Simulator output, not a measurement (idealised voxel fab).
process module | voxel self aligned vias
cross-section cut | 195 nm wide | cells 5 nm
A cross-section is a grid of square cells, given in bands from the top down. A band is one or more rows of cells.
Each band's line starts with the height of the band's top and of its bottom, in nm. Then come its materials from left to right, each with its width in nm. One material with "throughout" fills the band from edge to edge. "air" is empty space.
Height 0 is the level under which the wafer as received is all one material. The lowest band goes on downwards, as in "0 down".
A width such as "30 to 40" changes by the same amount from each row of cells to the next, from the band's top row to its bottom row.
"no change" after a step means that no cell of the cross-section changed.
closed voids: empty space of 8 cells or more with no open way to the top, each as width x height at its distance from the left edge, in nm
after a step's settings: what the simulator itself notes on the step
overlay nm, on a step with a mask: how far to the right of its planned place the mask lay; to the left if negative
plan
1 op RECEIVE | material Si
2 op CONFORMAL_DEP | material SiO2 | thk nm 10
3 op CONFORMAL_DEP | material SiCN | thk nm 5
4 op DIRECTIONAL_DEP | material SiO2 | thk nm 20
5 op MASKED_ETCH | tone open | mask id LINES | width nm 25 | pitch nm 65 | etch materials SiO2 | depth nm 20 | overlay nm 0
6 op CONFORMAL_DEP | material TiN | thk nm 5
7 op FILL_DEP | material Ru | thk nm 5
8 op CMP | height nm 35
9 op SELECTIVE_ETCH | etch materials W Ru TiN | depth nm 5
10 op FILL_DEP | material SiN | thk nm 5
11 op CMP | height nm 35
12 op DIRECTIONAL_DEP | material SiO2 | thk nm 15
13 op DIRECTIONAL_DEP | material aC | thk nm 10
14 op PATTERN | tone open | mask id VIAS | material resist | width nm 45 | thk nm 25 | overlay nm 0
15 op DIRECTIONAL_ETCH | etch materials aC | depth nm 10
16 op STRIP | etch materials resist
17 op DIRECTIONAL_ETCH | etch materials SiO2 | depth nm 15
18 op DIRECTIONAL_ETCH | etch materials SiN | depth nm 5
19 op STRIP | etch materials aC
20 op CONFORMAL_DEP | material TiN | thk nm 5
21 op FILL_DEP | material Cu | thk nm 10
22 op CMP | height nm 50
23 op CONFORMAL_DEP | material SiCN | thk nm 5
varied across the wafers: thk nm of step 20. The plan shows the first wafer's value. All wafers start alike
first wafer as received, after step 1
  0 down: Si throughout
  closed voids: none
each wafer at the end: cells of each material gained (+) or lost (-) since it was received, then its closed voids
thk nm 5 | +17 Cu | +12 Ru | +78 SiCN | +5 SiN | +284 SiO2 | +33 TiN | closed voids: none
thk nm 10 | +6 Cu | +12 Ru | +78 SiCN | +5 SiN | +284 SiO2 | +44 TiN | closed voids: none
thk nm 15 | +12 Ru | +78 SiCN | +5 SiN | +284 SiO2 | +50 TiN | closed voids: none
thk nm 20 | +12 Ru | +78 SiCN | +5 SiN | +284 SiO2 | +50 TiN | closed voids: none
